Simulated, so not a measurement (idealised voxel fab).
Module name: voxel capacitor over wiring (process module)
This is section cut - it's 190 nm across, gridded in 5 nm square cells.
Bands, listed from the top down, are how a cross-section gets written in this document; the cross-section itself is a grid of square cells, and a band is one or more rows of them.
It is stipulated that each band's entry specify, in nanometres, the height of the top of the band and then that of its bottom, followed by the materials of the band in left-to-right sequence, each together with its width in nanometres. A single material marked by the word "everywhere" is understood to fill the band from edge to edge; the word "blank" is understood to denote empty space.
A quick word on heights: they are counted from 0, and under that level the wafer as it came to us is one material throughout. The lowest band is different from the rest in having no bottom; it simply continues downward, written as in "from 0 down".
The expression "30..40" gives the width at the extremes of the band, the first number at its top row of cells and the second at its bottom row, with the width changing by equal amounts from each row to the next in between.
"no alteration" -> step changed no cross-section cell.
Under "Closed void listing" you'll find the enclosed gaps, the ones with no way out to the top, that are 8 cells or bigger; each reads width x height at distance, with distance counted from the left edge, everything in nm.
Past the settings on a step's line: simulator remark, on that step.
"overlay nm" answers the question of how far to the right of plan the mask lay on a step that has a mask, and when it is negative the answer is to the left.

# Steps in the process plan
- 1: RECEIVE: material Si
- 2: CONFORMAL_DEP: material SiO2, thk nm 10
- 3: DIRECTIONAL_DEP: material TiN, thk nm 5
- 4: DIRECTIONAL_DEP: material W, thk nm 15
- 5: DIRECTIONAL_DEP: material aC, thk nm 10
- 6: PATTERN: tone cover, mask id METAL_1, material resist, width nm 30, pitch nm 100, thk nm 25, overlay nm 0
- 7: DIRECTIONAL_ETCH: etch materials aC, depth nm 10
- 8: STRIP: etch materials resist
- 9: DIRECTIONAL_ETCH: etch materials W, depth nm 15
- 10: DIRECTIONAL_ETCH: etch materials TiN, depth nm 5
- 11: STRIP: etch materials aC
- 12: FILL_DEP: material SiO2, thk nm 10
- 13: CMP: height nm 30
- 14: CONFORMAL_DEP: material SiCN, thk nm 5
- 15: DIRECTIONAL_DEP: material SiO2, thk nm 20
- 16: PATTERN: tone open, mask id PLUG_1, material resist, width nm 15, thk nm 15, overlay nm 0
- 17: DIRECTIONAL_ETCH: etch materials SiO2, depth nm 20
- 18: DIRECTIONAL_ETCH: etch materials SiCN, depth nm 5
- 19: STRIP: etch materials resist
- 20: EPI: material Ru, thk nm 10
- 21: EPI: material Ru, thk nm 10
- 22: EPI: material Ru, thk nm 5
- 23: DIRECTIONAL_DEP: material TiN, thk nm 5
- 24: DIRECTIONAL_DEP: material HfO2, thk nm 5
- 25: DIRECTIONAL_DEP: material TiN, thk nm 10
- 26: DIRECTIONAL_DEP: material aC, thk nm 10
- 27: PATTERN: tone cover, mask id UPPER_PLATE, material resist, width nm 75, thk nm 30, overlay nm 0
- 28: DIRECTIONAL_ETCH: etch materials aC, depth nm 10
- 29: STRIP: etch materials resist
- 30: DIRECTIONAL_ETCH: etch materials TiN, depth nm 10
- 31: DIRECTIONAL_ETCH: etch materials HfO2, depth nm 5
- 32: STRIP: etch materials aC
- 33: DIRECTIONAL_DEP: material aC, thk nm 10
- 34: PATTERN: tone cover, mask id LOWER_PLATE, material resist, width nm 85, thk nm 25, overlay nm 0
- 35: DIRECTIONAL_ETCH: etch materials aC, depth nm 10
- 36: STRIP: etch materials resist
- 37: DIRECTIONAL_ETCH: etch materials TiN, depth nm 5
- 38: STRIP: etch materials aC
- 39: FILL_DEP: material SiO2, thk nm 15
- 40: CMP: height nm 85
- 41: DIRECTIONAL_DEP: material aC, thk nm 15
- 42: PATTERN: tone open, mask id PLUG_2, material resist, width nm 15, thk nm 35, overlay nm 0
- 43: DIRECTIONAL_ETCH: etch materials aC, depth nm 15
- 44: STRIP: etch materials resist
- 45: DIRECTIONAL_ETCH: etch materials SiO2, depth nm 10
- 46: STRIP: etch materials aC
- 47: CONFORMAL_DEP: material TiN, thk nm 5
- 48: FILL_DEP: material Ru, thk nm 5
- 49: CMP: height nm 85
- 50: CONFORMAL_DEP: material SiN, thk nm 5

# Cross-section of the wafer upon arrival, representing the state reached after step 1
* from 0 down  Si everywhere
* Closed void listing: none

# Here's the cross-section of the first of our two wafers at the end of the module - it ran as planned
* from 90 to 85  SiN everywhere
* from 85 to 80  SiO2: 55; TiN: 5; Ru: 5; TiN: 5; SiO2: 120
* from 80 to 75  SiO2: 55; TiN: 15; SiO2: 120
* from 75 to 65  SiO2: 45; TiN: 75; SiO2: 70
* from 65 to 60  SiO2: 45; HfO2: 75; SiO2: 70
* from 60 to 55  SiO2: 40; TiN: 85; SiO2: 65
* from 55 to 35  SiO2: 45; Ru: 15; SiO2: 130
* from 35 to 30  SiCN: 45; Ru: 15; SiCN: 130
* from 30 to 15  SiO2: 30; W: 30; SiO2: 70; W: 30; SiO2: 30
* from 15 to 10  SiO2: 30; TiN: 30; SiO2: 70; TiN: 30; SiO2: 30
* from 10 to 0  SiO2 everywhere
* from 0 down  Si everywhere
* Closed void listing: none

# Here's the second of our two wafers sectioned at module end. Same start as the first, same plan, but one mistake got made running it
* from 90 to 85  SiN everywhere
* from 85 to 80  SiO2: 55; TiN: 5; Ru: 5; TiN: 5; SiO2: 120
* from 80 to 75  SiO2: 55; TiN: 15; SiO2: 120
* from 75 to 65  SiO2: 45; TiN: 15; SiO2: 45; TiN: 15; SiO2: 70
* from 65 to 60  SiO2: 45; HfO2: 15; SiO2: 45; HfO2: 15; SiO2: 70
* from 60 to 55  SiO2: 40; TiN: 20; SiO2: 45; TiN: 20; SiO2: 65
* from 55 to 50  SiO2: 5; Ru: 40; SiO2: 60; Ru: 80; SiO2: 5
* from 50 to 40  SiO2: 5; Ru: 40; SiO2: 15; TiN: 45; Ru: 80; SiO2: 5
* from 40 to 35  SiO2: 5; Ru: 40; SiO2: 15; HfO2: 45; Ru: 80; SiO2: 5
* from 35 to 30  SiO2: 5; Ru: 40; SiCN: 15; TiN: 45; Ru: 80; SiO2: 5
* from 30 to 15  SiO2: 30; W: 30; SiO2: 70; W: 30; SiO2: 30
* from 15 to 10  SiO2: 30; TiN: 30; SiO2: 70; TiN: 30; SiO2: 30
* from 10 to 0  SiO2 everywhere
* from 0 down  Si everywhere
* Closed void listing: none
Want to know what went wrong? step 16 did not use the planned setting and instead ran as PATTERN: tone cover, mask id PLUG_1, material resist, width nm 15, thk nm 15, overlay nm 0
Looking at both finished wafers in cells, the second ends up ahead of or behind the first on some materials: +105 Ru, -32 SiCN, -73 SiO2
